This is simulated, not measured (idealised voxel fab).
Presented below is a process module, voxel self aligned contacts.
Pictured: cross-section cut, 290 nm wide, on a grid of 5 nm square cells.
Cross-section layout: square cells on a grid; listed as bands, top to bottom; a band spans one or more cell rows.
Heads up on the band format: heights come first, top then bottom, in nm. After that it's the materials left to right, each with its width in nm. A single material flagged "everywhere" fills the whole band edge to edge, and "blank" means there's empty space there.
Heads up on the height convention: 0 is the point under which the incoming wafer is all one material, and the lowest band has no bottom, it just keeps going down, like "top 0, no bottom".
So if you see something like "30..40" for the width, read it as the top row of the band sitting at the first number and the bottom row at the second, with every row in between moving by the same amount as the last.
A step reported as "no modification" is a step in which no cell of the cross-section changed.
Voids not open to the top, 8 cells minimum: see "Closed void table". Written width x height at distance; distance is from the left edge; nm.
Anything after a step's settings on that line? It's the simulator's own note about the step.
Among the settings permitted on a step's line is "overlay nm"; applied to a step with a mask, it specifies the extent to which the mask lay to the right of its planned position, whereas a negative figure signifies a position to the left.
THE STEPS PLANNED FOR THE PROCESS ARE AS FOLLOWS
step 1: op RECEIVE | material Si
step 2: op CONFORMAL_DEP | material SiO2 | thk nm 5
step 3: op DIRECTIONAL_DEP | material polySi | thk nm 30
step 4: op DIRECTIONAL_DEP | material SiN | thk nm 15
step 5: op DIRECTIONAL_DEP | material aC | thk nm 10
step 6: op PATTERN | tone cover | mask id GATE | material resist | width nm 35 | pitch nm 70 | thk nm 25 | overlay nm 0
step 7: op DIRECTIONAL_ETCH | etch materials aC | depth nm 10
step 8: op STRIP | etch materials resist
step 9: op DIRECTIONAL_ETCH | etch materials SiN | depth nm 15
step 10: op DIRECTIONAL_ETCH | etch materials polySi | depth nm 30
step 11: op STRIP | etch materials aC
step 12: op CONFORMAL_DEP | material SiN | thk nm 5
step 13: op DIRECTIONAL_ETCH | etch materials SiN | depth nm 5
step 14: op FILL_DEP | material SiO2 | thk nm 15
step 15: op CMP | height nm 60
step 16: op PATTERN | tone open | mask id CONTACT | material resist | width nm 55 | thk nm 15 | overlay nm 0
step 17: op DIRECTIONAL_ETCH | etch materials SiO2 | depth nm 60
step 18: op STRIP | etch materials resist
step 19: op CONFORMAL_DEP | material TiN | thk nm 5
step 20: op FILL_DEP | material W | thk nm 10
step 21: op CMP | height nm 60
step 22: op CONFORMAL_DEP | material SiN | thk nm 5
THIS IS THE CROSS-SECTION OF THE WAFER AS WE RECEIVED IT, I.E. AFTER STEP 1
- top 0, no bottom = Si everywhere
- Closed void table: none
THE FIRST OF THE TWO WAFERS AS SEEN IN CROSS-SECTION ONCE THE MODULE WAS FINISHED; PROCESSING FOLLOWED THE PLAN
- top 65, bottom 60 = SiN everywhere
- top 60, bottom 50 = 115 of SiO2  5..20 of TiN  45..15 of W  5..20 of TiN  120 of SiO2
- top 50, bottom 35 = 85 of SiO2  45 of SiN  5 of TiN  15 of W  5 of TiN  45 of SiN  90 of SiO2
- top 35, bottom 5 = 85 of SiO2  5 of SiN  35 of polySi  5 of SiN  5 of TiN  15 of W  5 of TiN  5 of SiN  35 of polySi  5 of SiN  90 of SiO2
- top 5, bottom 0 = 130 of SiO2  25 of TiN  135 of SiO2
- top 0, no bottom = Si everywhere
- Closed void table: none
CROSS-SECTION, SECOND WAFER: SAME START AS THE FIRST, SAME PLAN AS THE FIRST, ONE MISTAKE IN RUNNING IT; TAKEN AT THE END OF THE MODULE
- top 65, bottom 60 = SiN everywhere
- top 60, bottom 50 = 110 of SiO2  5..25 of TiN  55..15 of W  5..25 of TiN  115 of SiO2
- top 50, bottom 35 = 85 of SiO2  45 of SiN  5 of TiN  15 of W  5 of TiN  45 of SiN  90 of SiO2
- top 35, bottom 5 = 85 of SiO2  5 of SiN  35 of polySi  5 of SiN  5 of TiN  15 of W  5 of TiN  5 of SiN  35 of polySi  5 of SiN  90 of SiO2
- top 5, bottom 0 = 130 of SiO2  25 of TiN  135 of SiO2
- top 0, no bottom = Si everywhere
- Closed void table: none
It is concluded that the wafer was processed incorrectly with respect to the plan, in that step 16 ran with different settings than intended, the actual operation and settings being op PATTERN | tone open | mask id CONTACT | material resist | width nm 65 | thk nm 15 | overlay nm 0
End check, counted in cells, second wafer has more or fewer of these materials than the first: 4 fewer of SiO2, 2 more of TiN, 2 more of W
